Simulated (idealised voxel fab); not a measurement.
process module | voxel gate over fins
Displayed cross-section: cut, width of 165 nm, square cells sized 5 nm.
Format of a cross-section: grid, square cells. Given as bands. Order: top down. Band: one or more rows of cells. Band: top and bottom heights (nm) first, top before bottom; then materials from left to right, widths in nm. "all across" marks a sole material filling the band edge to edge. "air" denotes empty space. Note: height 0 marks the level under which the wafer is uniformly one material as received. Lowest band unbounded below, written "from 0 down". With a width like "30 to 40", each row of cells in the band differs from the next by the same amount, the top row carrying the first number and the bottom row the second. "same as before" -> step changed no cross-section cell. Listed in "closed voids": every empty space of 8 or more cells without an open way to the top. Form: width x height at distance, the distance being from the left edge, all in nm. Anything after a step's settings on that line? It's the simulator's own note about the step. overlay nm: how far to the right of its planned place the mask lay on this masked step (negative: to the left).

[Set out below are the planned steps of the process]
1 RECEIVE: material Si
2 CONFORMAL_DEP: material SiN, thk nm 5
3 PATTERN: tone cover, mask id FINS, material resist, width nm 15, pitch nm 45, thk nm 20, overlay nm 0
4 DIRECTIONAL_ETCH: etch materials SiN, depth nm 5
5 DIRECTIONAL_ETCH: etch materials Si, depth nm 30
6 STRIP: etch materials resist
7 FILL_DEP: material SiO2, thk nm 15
8 CMP: height nm 5
9 SELECTIVE_ETCH: etch materials SiO2, depth nm 20
10 STRIP: etch materials SiN
11 CONFORMAL_DEP: material HfO2, thk nm 5
12 CONFORMAL_DEP: material TiN, thk nm 5
13 CONFORMAL_DEP: material TiAl, thk nm 5
14 CONFORMAL_DEP: material TiN, thk nm 5
15 FILL_DEP: material W, thk nm 10
16 CMP: height nm 25
17 CONFORMAL_DEP: material SiCN, thk nm 10

[Incoming wafer, cross-sectional view, post step 1]
- from 0 down  Si all across
- closed voids: none

[End state of the module in cross-section, given the above starting point and plan and one mistake in execution]
- from 35 to 25  SiCN all across
- from 25 to 20  W all across
- from 20 to 15  25 of W; 110 of TiN; 30 of W
- from 15 to 10  25 of W; 5 of TiN; 100 of TiAl; 5 of TiN; 30 of W
- from 10 to 5  25 of W; 5 of TiN; 5 of TiAl; 90 of TiN; 5 of TiAl; 5 of TiN; 30 of W
- from 5 to 0  30 of TiN; 5 of TiAl; 5 of TiN; 35 of HfO2; 10 of TiN; 35 of HfO2; 5 of TiN; 5 of TiAl; 35 of TiN
- from 0 to -5  35 of TiAl; 5 of TiN; 5 of HfO2; 25 of Si; 5 of HfO2; 10 of TiN; 5 of HfO2; 25 of Si; 5 of HfO2; 5 of TiN; 40 of TiAl
- from -5 to -10  40 of TiN; 5 of HfO2; 25 of Si; 5 of HfO2; 10 of TiN; 5 of HfO2; 25 of Si; 5 of HfO2; 45 of TiN
- from -10 to -15  45 of HfO2; 25 of Si; 20 of HfO2; 25 of Si; 50 of HfO2
- from -15 to -30  45 of SiO2; 25 of Si; 20 of SiO2; 25 of Si; 50 of SiO2
- from -30 down  Si all across
- closed voids: none
It is concluded that the wafer was processed incorrectly with respect to the plan, in that it should be noted that step 3 was executed with settings other than those planned, the operation and settings actually applied being PATTERN: tone cover, mask id FINS, material resist, width nm 25, pitch nm 45, thk nm 20, overlay nm 0
